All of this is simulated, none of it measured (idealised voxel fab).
Process module, titled voxel trench capacitor
Section cut is 185 nm wide and gridded with 5 nm square cells.
A cross-section is written here as square cells arranged in a grid, and it is given in bands from the top down, each band taking up one or more rows of cells. Top height, bottom height, nm. Materials left to right, width each, nm. Single material + "full width" = fills band edge to edge. "blank" = empty. Height datum 0, below which the as-received substrate wafer is one material. Lowest band open at the bottom, running downward: "0..down". Top row gets the first number, bottom row gets the second, and each row in between changes by the same step: that is how a band width like "30 to 40" works. Take "nothing was modified" at face value: in the step it is given for, the cross-section changed in none of its cells. Empty spaces without an open route to the top, at least 8 cells in extent, make up the entry "Listed closed voids"; each is given as width x height at distance, where the distance is measured from the left edge, and all are in nm. Formally, on a step line, whatever follows the settings is a remark that the simulator itself makes on the step. For masked steps, "overlay nm" on the step line gives how far right of plan the mask actually lay; a minus sign means it lay to the left.

So here's the lineup of process steps we planned:
1) RECEIVE with material Si
2) CONFORMAL_DEP with material SiN, thk nm 10
3) PATTERN with tone open, mask id TRENCH, material resist, width nm 15, pitch nm 40, thk nm 15, overlay nm 0
4) DIRECTIONAL_ETCH with etch materials SiN, depth nm 10
5) DIRECTIONAL_ETCH with etch materials Si, depth nm 30
6) STRIP with etch materials resist
7) CONFORMAL_DEP with material Al2O3, thk nm 5
8) FILL_DEP with material polySi, thk nm 5
9) CMP with height nm 10

What follows covers the first of two wafers; it ran as planned:

Cross-section of the wafer upon arrival, representing the state reached after step 1:
  0..down | Si full width
  Listed closed voids: none

After step 2: wafer cross-section:
  10..0 | SiN full width
  At heights below 0, the structure remains unaltered.

After step 3: wafer cross-section:
  25..10 | 25 of resist / 15 of blank / 25 of resist / 15 of blank / 25 of resist / 15 of blank / 25 of resist / 15 of blank / 25 of resist
  At heights below 10, the structure remains unaltered.

After step 4: wafer cross-section:
  25..10 | 25 of resist / 15 of blank / 25 of resist / 15 of blank / 25 of resist / 15 of blank / 25 of resist / 15 of blank / 25 of resist
  10..0 | 25 of SiN / 15 of blank / 25 of SiN / 15 of blank / 25 of SiN / 15 of blank / 25 of SiN / 15 of blank / 25 of SiN
  At heights below 0, the structure remains unaltered.

After step 5: wafer cross-section:
  25..10 | 25 of resist / 15 of blank / 25 of resist / 15 of blank / 25 of resist / 15 of blank / 25 of resist / 15 of blank / 25 of resist
  10..0 | 25 of SiN / 15 of blank / 25 of SiN / 15 of blank / 25 of SiN / 15 of blank / 25 of SiN / 15 of blank / 25 of SiN
  0..-30 | 25 of Si / 15 of blank / 25 of Si / 15 of blank / 25 of Si / 15 of blank / 25 of Si / 15 of blank / 25 of Si
  At heights below -30, the structure remains unaltered.

After step 6: wafer cross-section:
  10..0 | 25 of SiN / 15 of blank / 25 of SiN / 15 of blank / 25 of SiN / 15 of blank / 25 of SiN / 15 of blank / 25 of SiN
  At heights below 0, the structure remains unaltered.

After step 7: wafer cross-section:
  15..10 | 30 of Al2O3 / 5 of blank / 35 of Al2O3 / 5 of blank / 35 of Al2O3 / 5 of blank / 35 of Al2O3 / 5 of blank / 30 of Al2O3
  10..0 | 25 of SiN / 5 of Al2O3 / 5 of blank / 5 of Al2O3 / 25 of SiN / 5 of Al2O3 / 5 of blank / 5 of Al2O3 / 25 of SiN / 5 of Al2O3 / 5 of blank / 5 of Al2O3 / 25 of SiN / 5 of Al2O3 / 5 of blank / 5 of Al2O3 / 25 of SiN
  0..-25 | 25 of Si / 5 of Al2O3 / 5 of blank / 5 of Al2O3 / 25 of Si / 5 of Al2O3 / 5 of blank / 5 of Al2O3 / 25 of Si / 5 of Al2O3 / 5 of blank / 5 of Al2O3 / 25 of Si / 5 of Al2O3 / 5 of blank / 5 of Al2O3 / 25 of Si
  -25..-30 | 25 of Si / 15 of Al2O3 / 25 of Si / 15 of Al2O3 / 25 of Si / 15 of Al2O3 / 25 of Si / 15 of Al2O3 / 25 of Si
  At heights below -30, the structure remains unaltered.

After step 8: wafer cross-section:
  20..15 | polySi full width
  15..10 | 30 of Al2O3 / 5 of polySi / 35 of Al2O3 / 5 of polySi / 35 of Al2O3 / 5 of polySi / 35 of Al2O3 / 5 of polySi / 30 of Al2O3
  10..0 | 25 of SiN / 5 of Al2O3 / 5 of polySi / 5 of Al2O3 / 25 of SiN / 5 of Al2O3 / 5 of polySi / 5 of Al2O3 / 25 of SiN / 5 of Al2O3 / 5 of polySi / 5 of Al2O3 / 25 of SiN / 5 of Al2O3 / 5 of polySi / 5 of Al2O3 / 25 of SiN
  0..-25 | 25 of Si / 5 of Al2O3 / 5 of polySi / 5 of Al2O3 / 25 of Si / 5 of Al2O3 / 5 of polySi / 5 of Al2O3 / 25 of Si / 5 of Al2O3 / 5 of polySi / 5 of Al2O3 / 25 of Si / 5 of Al2O3 / 5 of polySi / 5 of Al2O3 / 25 of Si
  At heights below -25, the structure remains unaltered.

After step 9: wafer cross-section:
  10..0 | 25 of SiN / 5 of Al2O3 / 5 of polySi / 5 of Al2O3 / 25 of SiN / 5 of Al2O3 / 5 of polySi / 5 of Al2O3 / 25 of SiN / 5 of Al2O3 / 5 of polySi / 5 of Al2O3 / 25 of SiN / 5 of Al2O3 / 5 of polySi / 5 of Al2O3 / 25 of SiN
  At heights below 0, the structure remains unaltered.

Second of two: same start, same plan, one run error; steps up to and including 4 match the first:

Here is the second wafer in cross-section at the point where step 5 of the plan should have been done:
  25..10 | 25 of resist / 15 of blank / 25 of resist / 15 of blank / 25 of resist / 15 of blank / 25 of resist / 15 of blank / 25 of resist
  10..0 | 25 of SiN / 15 of blank / 25 of SiN / 15 of blank / 25 of SiN / 15 of blank / 25 of SiN / 15 of blank / 25 of SiN
  0..-20 | 25 of Si / 15 of blank / 25 of Si / 15 of blank / 25 of Si / 15 of blank / 25 of Si / 15 of blank / 25 of Si
  At heights below -20, the structure remains unaltered.

Here is the second wafer in cross-section at the point where step 6 of the plan should have been done:
  10..0 | 25 of SiN / 15 of blank / 25 of SiN / 15 of blank / 25 of SiN / 15 of blank / 25 of SiN / 15 of blank / 25 of SiN
  At heights below 0, the structure remains unaltered.

Here is the second wafer in cross-section at the point where step 7 of the plan should have been done:
  15..10 | 30 of Al2O3 / 5 of blank / 35 of Al2O3 / 5 of blank / 35 of Al2O3 / 5 of blank / 35 of Al2O3 / 5 of blank / 30 of Al2O3
  10..0 | 25 of SiN / 5 of Al2O3 / 5 of blank / 5 of Al2O3 / 25 of SiN / 5 of Al2O3 / 5 of blank / 5 of Al2O3 / 25 of SiN / 5 of Al2O3 / 5 of blank / 5 of Al2O3 / 25 of SiN / 5 of Al2O3 / 5 of blank / 5 of Al2O3 / 25 of SiN
  0..-15 | 25 of Si / 5 of Al2O3 / 5 of blank / 5 of Al2O3 / 25 of Si / 5 of Al2O3 / 5 of blank / 5 of Al2O3 / 25 of Si / 5 of Al2O3 / 5 of blank / 5 of Al2O3 / 25 of Si / 5 of Al2O3 / 5 of blank / 5 of Al2O3 / 25 of Si
  -15..-20 | 25 of Si / 15 of Al2O3 / 25 of Si / 15 of Al2O3 / 25 of Si / 15 of Al2O3 / 25 of Si / 15 of Al2O3 / 25 of Si
  At heights below -20, the structure remains unaltered.

Here is the second wafer in cross-section at the point where step 8 of the plan should have been done:
  20..15 | polySi full width
  15..10 | 30 of Al2O3 / 5 of polySi / 35 of Al2O3 / 5 of polySi / 35 of Al2O3 / 5 of polySi / 35 of Al2O3 / 5 of polySi / 30 of Al2O3
  10..0 | 25 of SiN / 5 of Al2O3 / 5 of polySi / 5 of Al2O3 / 25 of SiN / 5 of Al2O3 / 5 of polySi / 5 of Al2O3 / 25 of SiN / 5 of Al2O3 / 5 of polySi / 5 of Al2O3 / 25 of SiN / 5 of Al2O3 / 5 of polySi / 5 of Al2O3 / 25 of SiN
  0..-15 | 25 of Si / 5 of Al2O3 / 5 of polySi / 5 of Al2O3 / 25 of Si / 5 of Al2O3 / 5 of polySi / 5 of Al2O3 / 25 of Si / 5 of Al2O3 / 5 of polySi / 5 of Al2O3 / 25 of Si / 5 of Al2O3 / 5 of polySi / 5 of Al2O3 / 25 of Si
  At heights below -15, the structure remains unaltered.

Here is the second wafer in cross-section at the point where step 9 of the plan should have been done:
  10..0 | 25 of SiN / 5 of Al2O3 / 5 of polySi / 5 of Al2O3 / 25 of SiN / 5 of Al2O3 / 5 of polySi / 5 of Al2O3 / 25 of SiN / 5 of Al2O3 / 5 of polySi / 5 of Al2O3 / 25 of SiN / 5 of Al2O3 / 5 of polySi / 5 of Al2O3 / 25 of SiN
  At heights below 0, the structure remains unaltered.
So what did we get wrong on this run? in deviation from the planned setting, step 5 was conducted as DIRECTIONAL_ETCH with etch materials Si, depth nm 20
Upon completion, the second wafer contains, in terms of cells, a greater or smaller amount of certain materials than the first wafer: -16 Al2O3 | +24 Si | -8 polySi
